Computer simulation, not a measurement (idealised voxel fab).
The name of this process module is voxel transistor to metal.
Pictured: cross-section cut, 165 nm wide, on a grid of 5 nm square cells.
If you're reading a cross-section in this doc, picture square cells in a grid; it comes to you as bands, top ones listed first down to the bottom, and a band can be one or more rows of cells.
Read a band's entry like this: the first values are the height of its top and the height of its bottom in nm, and what follows is the sequence of materials from left to right, each with its width in nm. Note that "empty" is empty space, and that a single material marked "all across" reaches across the band from edge to edge.
A quick word on heights: they are counted from 0, and under that level the wafer as it came to us is one material throughout. The lowest band is different from the rest in having no bottom; it simply continues downward, written as in "0 and below".
The notation "30..40" denotes a width that varies across the rows of cells in the band, beginning at the first number in the top row, finishing at the second number in the bottom row, and changing by an identical amount from each row to the next.
Where a step carries "no change occurred", the cross-section came out of it unchanged, cell for cell.
In "Sealed internal cavities" the enclosed voids are listed, meaning empty spaces of 8 cells or larger without any opening to the top. The form is width x height at distance, distance from the left edge, units nm.
Heads up: the bit after the settings on a step's line is the simulator's remark on that step.
overlay nm: for a step with a mask, the amount by which the mask lay right of where it was planned; a negative amount means left of it.
Here's what the planned process steps look like
1) RECEIVE,material Si
2) OXIDIZE,depth nm 5
3) CONFORMAL_DEP,material SiN,thk nm 15
4) MASKED_ETCH,tone cover,mask id ACTIVE,width nm 105,etch materials SiN,depth nm 15,overlay nm 0
5) MASKED_ETCH,tone cover,mask id ACTIVE,width nm 105,etch materials SiO2,depth nm 5,overlay nm 0
6) MASKED_ETCH,tone cover,mask id ACTIVE,width nm 105,etch materials Si,depth nm 35,overlay nm -15
7) FILL_DEP,material SiO2,thk nm 10
8) CMP,height nm 15
9) SELECTIVE_ETCH,etch materials SiO2,depth nm 15
10) STRIP,etch materials SiN
11) SELECTIVE_ETCH,etch materials SiO2,depth nm 5
12) OXIDIZE,depth nm 5
13) DIRECTIONAL_DEP,material polySi,thk nm 20
14) DIRECTIONAL_DEP,material SiCN,thk nm 15
15) PATTERN,tone cover,mask id GATE,material resist,width nm 15,thk nm 15,overlay nm 0
16) DIRECTIONAL_ETCH,etch materials SiCN,depth nm 25
17) DIRECTIONAL_ETCH,etch materials polySi,depth nm 30
18) STRIP,etch materials resist
19) CONFORMAL_DEP,material SiN,thk nm 5
20) DIRECTIONAL_ETCH,etch materials SiN,depth nm 5
21) DIRECTIONAL_ETCH,etch materials SiO2,depth nm 5
22) DIRECTIONAL_ETCH,etch materials Si,depth nm 15
23) EPI,material SiGe,thk nm 15
24) FILL_DEP,material SiO2,thk nm 5
25) CMP,height nm 30
26) DIRECTIONAL_DEP,material SiO2,thk nm 10
27) DIRECTIONAL_DEP,material aC,thk nm 10
28) PATTERN,tone open,mask id CONTACT,material resist,width nm 20,pitch nm 75,thk nm 25,overlay nm 0
29) DIRECTIONAL_ETCH,etch materials aC,depth nm 10
30) STRIP,etch materials resist
31) DIRECTIONAL_ETCH,etch materials SiO2,depth nm 50
32) STRIP,etch materials aC
33) CONFORMAL_DEP,material TiN,thk nm 5
34) FILL_DEP,material Ru,thk nm 5
35) CMP,height nm 40
36) DIRECTIONAL_DEP,material TiN,thk nm 5
37) DIRECTIONAL_DEP,material Ru,thk nm 25
38) PATTERN,tone cover,mask id METAL_1,material resist,width nm 20,pitch nm 75,thk nm 15,overlay nm 0
39) DIRECTIONAL_ETCH,etch materials Ru,depth nm 25
40) DIRECTIONAL_ETCH,etch materials TiN,depth nm 5
41) STRIP,etch materials resist
42) CONFORMAL_DEP,material SiCN,thk nm 5
43) FILL_DEP,material SiO2,thk nm 10
44) CMP,height nm 70
45) CONFORMAL_DEP,material SiN,thk nm 5
It is noted that the wafers described herein are identical at the outset and are distinguished by the overlay nm of step 6; the value stated in the plan corresponds to the first wafer.
Received condition of the first of several wafers, sectioned: post-step 1
  0 and below  Si all across
  Sealed internal cavities: none
Gained (+) or lost (-) cells of each material since receipt, then closed voids: one row per wafer, at the end of the module
overlay nm -15, +76 Ru, -177 Si, +54 SiCN, +75 SiGe, +47 SiN, +356 SiO2, +52 TiN, +12 polySi, Sealed internal cavities: none
overlay nm -10, +76 Ru, -180 Si, +54 SiCN, +72 SiGe, +47 SiN, +362 SiO2, +52 TiN, +12 polySi, Sealed internal cavities: none
overlay nm -5, +76 Ru, -183 Si, +54 SiCN, +69 SiGe, +47 SiN, +368 SiO2, +52 TiN, +12 polySi, Sealed internal cavities: none
overlay nm 0, +76 Ru, -186 Si, +54 SiCN, +66 SiGe, +47 SiN, +374 SiO2, +52 TiN, +12 polySi, Sealed internal cavities: none
overlay nm 5, +76 Ru, -183 Si, +54 SiCN, +69 SiGe, +47 SiN, +368 SiO2, +52 TiN, +12 polySi, Sealed internal cavities: none
overlay nm 10, +76 Ru, -180 Si, +54 SiCN, +72 SiGe, +47 SiN, +362 SiO2, +52 TiN, +12 polySi, Sealed internal cavities: none
overlay nm 15, +76 Ru, -177 Si, +54 SiCN, +75 SiGe, +47 SiN, +356 SiO2, +52 TiN, +12 polySi, Sealed internal cavities: none
